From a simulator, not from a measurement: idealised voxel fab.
process module | voxel capacitor over wiring
Pictured: cross-section cut, 270 nm wide, on a grid of 5 nm square cells.
In this document a cross-section is written as a grid of square cells. It is given as a series of bands, listed from the top down, and a band is one or more rows of cells. Heads up on the band format: heights come first, top then bottom, in nm. After that it's the materials left to right, each with its width in nm. A single material flagged "everywhere" fills the whole band edge to edge, and "air" means there's empty space there. Zero point of the height axis is 0; under it, received wafer = one material. Lowest band: continues down indefinitely, "0 down". Width: "30->40" (first number = top row, second number = bottom row, same change from row to row of cells). Where the words "nothing got changed" appear for a step, the cross-section shows no cell changed by that step; every cell remained as before. Closed-off voids of 8+ cells (no open route to the top) go in "Unvented voids", written width x height at distance from the left edge, in nm. It should be noted that, on the line of a given step, the content following the step's settings is a remark produced by the simulator itself with respect to that step. overlay nm: right-of-plan distance of the mask on a masked step; negative values mean left-of-plan.

# Set out below are the planned steps of the process
1,op RECEIVE | material Si
2,op CONFORMAL_DEP | material SiO2 | thk nm 15
3,op DIRECTIONAL_DEP | material TiN | thk nm 5
4,op DIRECTIONAL_DEP | material Ru | thk nm 25
5,op PATTERN | tone cover | mask id METAL_1 | material resist | width nm 20 | pitch nm 75 | thk nm 15 | overlay nm 0
6,op DIRECTIONAL_ETCH | etch materials Ru | depth nm 25
7,op DIRECTIONAL_ETCH | etch materials TiN | depth nm 5
8,op STRIP | etch materials resist
9,op CONFORMAL_DEP | material SiN | thk nm 5
10,op FILL_DEP | material lowk | thk nm 10
11,op CMP | height nm 45
12,op CONFORMAL_DEP | material SiCN | thk nm 5
13,op DIRECTIONAL_DEP | material lowk | thk nm 10
14,op DIRECTIONAL_DEP | material aC | thk nm 10
15,op PATTERN | tone open | mask id PLUG_1 | material resist | width nm 15 | thk nm 25 | overlay nm 0
16,op DIRECTIONAL_ETCH | etch materials aC | depth nm 10
17,op STRIP | etch materials resist
18,op DIRECTIONAL_ETCH | etch materials lowk | depth nm 10
19,op DIRECTIONAL_ETCH | etch materials SiCN | depth nm 5
20,op STRIP | etch materials aC
21,op CONFORMAL_DEP | material TiN | thk nm 5
22,op FILL_DEP | material Ru | thk nm 10
23,op CMP | height nm 60
24,op DIRECTIONAL_DEP | material TiN | thk nm 10
25,op DIRECTIONAL_DEP | material SiN | thk nm 5
26,op DIRECTIONAL_DEP | material TiN | thk nm 10
27,op PATTERN | tone cover | mask id UPPER_PLATE | material resist | width nm 60 | thk nm 20 | overlay nm 0
28,op DIRECTIONAL_ETCH | etch materials TiN | depth nm 10
29,op DIRECTIONAL_ETCH | etch materials SiN | depth nm 5
30,op STRIP | etch materials resist
31,op MASKED_ETCH | tone cover | mask id LOWER_PLATE | width nm 70 | etch materials TiN | depth nm 10 | overlay nm 0
32,op FILL_DEP | material SiO2 | thk nm 20
33,op CMP | height nm 100
34,op DIRECTIONAL_DEP | material aC | thk nm 10
35,op PATTERN | tone open | mask id PLUG_2 | material resist | width nm 15 | thk nm 25 | overlay nm 0
36,op DIRECTIONAL_ETCH | etch materials aC | depth nm 10
37,op STRIP | etch materials resist
38,op DIRECTIONAL_ETCH | etch materials SiO2 | depth nm 15
39,op STRIP | etch materials aC
40,op CONFORMAL_DEP | material TiN | thk nm 5
41,op FILL_DEP | material Ru | thk nm 10
42,op CMP | height nm 100
43,op CONFORMAL_DEP | material SiN | thk nm 5

# Cross-section of the wafer upon arrival, representing the state reached after step 1
- 0 down | Si everywhere
- Unvented voids: none

# Sectioned view, first of two wafers, at the close of the module, processed as intended in the plan
- 105 to 100 | SiN everywhere
- 100 to 90 | SiO2=100 | TiN=5 | Ru=5 | TiN=5 | SiO2=155
- 90 to 85 | SiO2=100 | TiN=15 | SiO2=155
- 85 to 75 | SiO2=90 | TiN=60 | SiO2=120
- 75 to 70 | SiO2=90 | SiN=60 | SiO2=120
- 70 to 60 | SiO2=85 | TiN=70 | SiO2=115
- 60 to 50 | lowk=90 | TiN=5 | Ru=5 | TiN=5 | lowk=165
- 50 to 45 | SiCN=90 | TiN=15 | SiCN=165
- 45 to 20 | lowk=80 | SiN=5 | Ru=20 | SiN=5 | lowk=45 | SiN=5 | Ru=20 | SiN=5 | lowk=85
- 20 to 15 | SiN=85 | TiN=20 | SiN=55 | TiN=20 | SiN=90
- 15 to 0 | SiO2 everywhere
- 0 down | Si everywhere
- Unvented voids: none

# Cross-sectional image of the second wafer of the two following completion of the module. Starting state and process plan were the same as for the first wafer; one execution error occurred
- 105 to 100 | SiN everywhere
- 100 to 90 | SiO2=100 | TiN=5 | Ru=5 | TiN=5 | SiO2=155
- 90 to 85 | SiO2=100 | TiN=15 | SiO2=155
- 85 to 75 | SiO2=90 | TiN=60 | SiO2=120
- 75 to 70 | SiO2=90 | SiN=60 | SiO2=120
- 70 to 60 | SiO2=85 | TiN=70 | SiO2=115
- 60 to 50 | lowk=90 | TiN=5 | Ru=5 | TiN=5 | lowk=165
- 50 to 45 | SiCN=90 | TiN=15 | SiCN=165
- 45 to 35 | lowk=80 | SiN=5 | Ru=20 | SiN=5 | lowk=45 | SiN=5 | Ru=20 | SiN=5 | lowk=85
- 35 to 30 | SiN=85 | TiN=20 | SiN=55 | TiN=20 | SiN=90
- 30 to 0 | SiO2 everywhere
- 0 down | Si everywhere
- Unvented voids: none
Against the plan, the run slipped here: twice, step 2 of the plan was run
The final cell counts differ between the wafers, with the second having more or fewer of some materials than the first: -24 Ru | -12 SiN | +162 SiO2 | -126 lowk
